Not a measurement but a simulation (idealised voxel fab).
Presented below is a process module, voxel gate over fins.
Square cells of 5 nm make up the cross-section cut, whose width is 300 nm.
Notation: cross-section as square-cell grid; stated in bands, top first, going down; one or more cell rows per band.
Look at the band entry: it leads with the top's height and the bottom's height in nm. Then it lists the materials left to right, with a width in nm for each. The word "everywhere" on a single material says that material fills the band edge to edge. The word "blank" is empty space.
Heads up on the height convention: 0 is the point under which the incoming wafer is all one material, and the lowest band has no bottom, it just keeps going down, like "0 -> down".
Width: "30..40" (first number = top row, second number = bottom row, same change from row to row of cells).
"nothing different" for a step: no cell of the cross-section changed in that step.
Listed in "Voids, enclosed": every empty space of 8 or more cells without an open way to the top. Form: width x height at distance, the distance being from the left edge, all in nm.
Anything after a step's settings on that line? It's the simulator's own note about the step.
The line of a step may include "overlay nm". On a step with a mask, this value is how far to the right of its planned place the mask lay. A negative value means the mask lay to the left.
The steps planned for the process are as follows:
| 1 | RECEIVE [material Si] |
| 2 | CONFORMAL_DEP [material SiN] [thk nm 5] |
| 3 | DIRECTIONAL_DEP [material aC] [thk nm 10] |
| 4 | PATTERN [tone cover] [mask id FINS] [material resist] [width nm 15] [pitch nm 50] [thk nm 25] [overlay nm 0] |
| 5 | DIRECTIONAL_ETCH [etch materials aC] [depth nm 10] |
| 6 | STRIP [etch materials resist] |
| 7 | DIRECTIONAL_ETCH [etch materials SiN] [depth nm 5] |
| 8 | DIRECTIONAL_ETCH [etch materials Si] [depth nm 40] |
| 9 | STRIP [etch materials aC] |
| 10 | OXIDIZE [depth nm 5] |
| 11 | FILL_DEP [material SiO2] [thk nm 15] |
| 12 | CMP [height nm 5] |
| 13 | PATTERN [tone open] [mask id RAIL] [material resist] [width nm 15] [thk nm 20] [overlay nm 0] |
| 14 | DIRECTIONAL_ETCH [etch materials SiO2] [depth nm 40] |
| 15 | STRIP [etch materials resist] |
| 16 | CONFORMAL_DEP [material TiN] [thk nm 5] |
| 17 | FILL_DEP [material W] [thk nm 5] |
| 18 | CMP [height nm 5] |
| 19 | SELECTIVE_ETCH [etch materials W Ru TiN] [depth nm 30] |
| 20 | FILL_DEP [material SiO2] [thk nm 5] |
| 21 | CMP [height nm 5] |
| 22 | SELECTIVE_ETCH [etch materials SiO2] [depth nm 20] |
| 23 | STRIP [etch materials SiN] |
| 24 | CONFORMAL_DEP [material HfO2] [thk nm 5] |
| 25 | CONFORMAL_DEP [material TiN] [thk nm 5] |
| 26 | CONFORMAL_DEP [material TiAl] [thk nm 5] |
| 27 | CONFORMAL_DEP [material TiN] [thk nm 5] |
| 28 | FILL_DEP [material W] [thk nm 10] |
| 29 | CMP [height nm 25] |
| 30 | CONFORMAL_DEP [material SiCN] [thk nm 5] |
Shown in cross-section is the wafer as received, that is, as it stands after step 1:
	0 -> down: Si everywhere
	Voids, enclosed: none
Final cross-section, module run with one mistake (start and plan as above):
	30 -> 25: SiCN everywhere
	25 -> 20: W everywhere
	20 -> 15: W 75 nm / TiN 45 nm / W 5 nm / TiN 45 nm / W 5 nm / TiN 45 nm / W 80 nm
	15 -> 10: W 75 nm / TiN 5 nm / TiAl 35 nm / TiN 5 nm / W 5 nm / TiN 5 nm / TiAl 35 nm / TiN 5 nm / W 5 nm / TiN 5 nm / TiAl 35 nm / TiN 5 nm / W 80 nm
	10 -> 5: W 75 nm / TiN 5 nm / TiAl 5 nm / TiN 25 nm / TiAl 5 nm / TiN 5 nm / W 5 nm / TiN 5 nm / TiAl 5 nm / TiN 25 nm / TiAl 5 nm / TiN 5 nm / W 5 nm / TiN 5 nm / TiAl 5 nm / TiN 25 nm / TiAl 5 nm / TiN 5 nm / W 80 nm
	5 -> 0: TiN 80 nm / TiAl 5 nm / TiN 5 nm / HfO2 15 nm / TiN 5 nm / TiAl 5 nm / TiN 15 nm / TiAl 5 nm / TiN 5 nm / HfO2 15 nm / TiN 5 nm / TiAl 5 nm / TiN 15 nm / TiAl 5 nm / TiN 5 nm / HfO2 15 nm / TiN 5 nm / TiAl 5 nm / TiN 85 nm
	0 -> -5: TiAl 85 nm / TiN 5 nm / HfO2 5 nm / Si 5 nm / HfO2 5 nm / TiN 5 nm / TiAl 25 nm / TiN 5 nm / HfO2 5 nm / Si 5 nm / HfO2 5 nm / TiN 5 nm / TiAl 25 nm / TiN 5 nm / HfO2 5 nm / Si 5 nm / HfO2 5 nm / TiN 5 nm / TiAl 90 nm
	-5 -> -10: TiN 90 nm / HfO2 5 nm / Si 5 nm / HfO2 5 nm / TiN 35 nm / HfO2 5 nm / Si 5 nm / HfO2 5 nm / TiN 35 nm / HfO2 5 nm / Si 5 nm / HfO2 5 nm / TiN 95 nm
	-10 -> -15: HfO2 95 nm / Si 5 nm / HfO2 45 nm / Si 5 nm / HfO2 45 nm / Si 5 nm / HfO2 100 nm
	-15 -> -25: SiO2 95 nm / Si 5 nm / SiO2 45 nm / Si 5 nm / SiO2 45 nm / Si 5 nm / SiO2 100 nm
	-25 -> -30: SiO2 95 nm / Si 5 nm / SiO2 10 nm / TiN 5 nm / W 15 nm / TiN 5 nm / SiO2 10 nm / Si 5 nm / SiO2 45 nm / Si 5 nm / SiO2 100 nm
	-30 -> -35: SiO2 95 nm / Si 5 nm / SiO2 10 nm / TiN 25 nm / SiO2 10 nm / Si 5 nm / SiO2 45 nm / Si 5 nm / SiO2 100 nm
	-35 -> -45: SiO2 95 nm / Si 5 nm / SiO2 45 nm / Si 5 nm / SiO2 45 nm / Si 5 nm / SiO2 100 nm
	-45 -> down: Si everywhere
	Voids, enclosed: none
Deviation noted in wafer processing: step 13 was not run as planned; what actually ran was PATTERN [tone open] [mask id RAIL] [material resist] [width nm 25] [thk nm 20] [overlay nm 0]
